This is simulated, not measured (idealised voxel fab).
This is a process module. Its name is voxel tone inversion.
In the cross-section labelled cut, the width is 300 nm and each square cell is 5 nm.
A cross-section is written here as square cells arranged in a grid, and it is given in bands from the top down, each band taking up one or more rows of cells.
The entry gives the band's vertical extent as a top height and a bottom height in nm, then its horizontal make-up as materials from left to right, each with a width in nm. "empty" stands for empty space; a single material marked "full width" fills the band edge to edge.
The reference from which all heights are counted is 0, the level beneath which the as-received wafer is entirely one material; the lowest band, having no lower bound, proceeds downward and is written after the example "z 0 and below".
With a width like "30 to 40", each row of cells in the band differs from the next by the same amount, the top row carrying the first number and the bottom row the second.
It should be understood that the words "everything unchanged", when stated for a given step, signify that the cross-section underwent no change in any of its cells during that step.
Entry "closed voids" = empty spaces >= 8 cells with no open way to the top; each as width x height at distance, distance from left edge, all nm.
Post-settings text on a step line: simulator's own remark regarding the step.
overlay nm: mask right of planned place by this much (step with mask). Neg. = left.
**Process steps - plan**
- 1: RECEIVE with material Si
- 2: CONFORMAL_DEP with material SiN, thk nm 5
- 3: DIRECTIONAL_DEP with material polySi, thk nm 15
- 4: PATTERN with tone cover, mask id POSTS, material resist, width nm 15, pitch nm 40, thk nm 20, overlay nm -15
- 5: DIRECTIONAL_ETCH with etch materials polySi, depth nm 15
- 6: STRIP with etch materials resist
- 7: FILL_DEP with material SiO2, thk nm 10
- 8: CMP with height nm 20
- 9: STRIP with etch materials polySi
- 10: CONFORMAL_DEP with material TiN, thk nm 5
- 11: FILL_DEP with material Ru, thk nm 10
- 12: CMP with height nm 20
- 13: CONFORMAL_DEP with material SiN, thk nm 5
Wafers differ in overlay nm at step 4; plan lists the first wafer's value; identical starting state.
**Cross-section of the first of several wafers on receipt, reflecting completion of step 1**
    z 0 and below: Si full width
    closed voids: none
**The following table contains a row per wafer, in which are reported, at the conclusion of the module, the cells of each material gained (+) or lost (-) since the wafer's receipt, with its closed voids given thereafter**
overlay nm -15 | +6 Ru | +120 SiN | +153 SiO2 | +21 TiN | closed voids: none
overlay nm -10 | +6 Ru | +120 SiN | +153 SiO2 | +21 TiN | closed voids: none
overlay nm -5 | +6 Ru | +120 SiN | +153 SiO2 | +21 TiN | closed voids: none
overlay nm 0 | +6 Ru | +120 SiN | +153 SiO2 | +21 TiN | closed voids: none
overlay nm 5 | +6 Ru | +120 SiN | +153 SiO2 | +21 TiN | closed voids: none
overlay nm 10 | +6 Ru | +120 SiN | +153 SiO2 | +21 TiN | closed voids: none
overlay nm 15 | +6 Ru | +120 SiN | +153 SiO2 | +21 TiN | closed voids: none
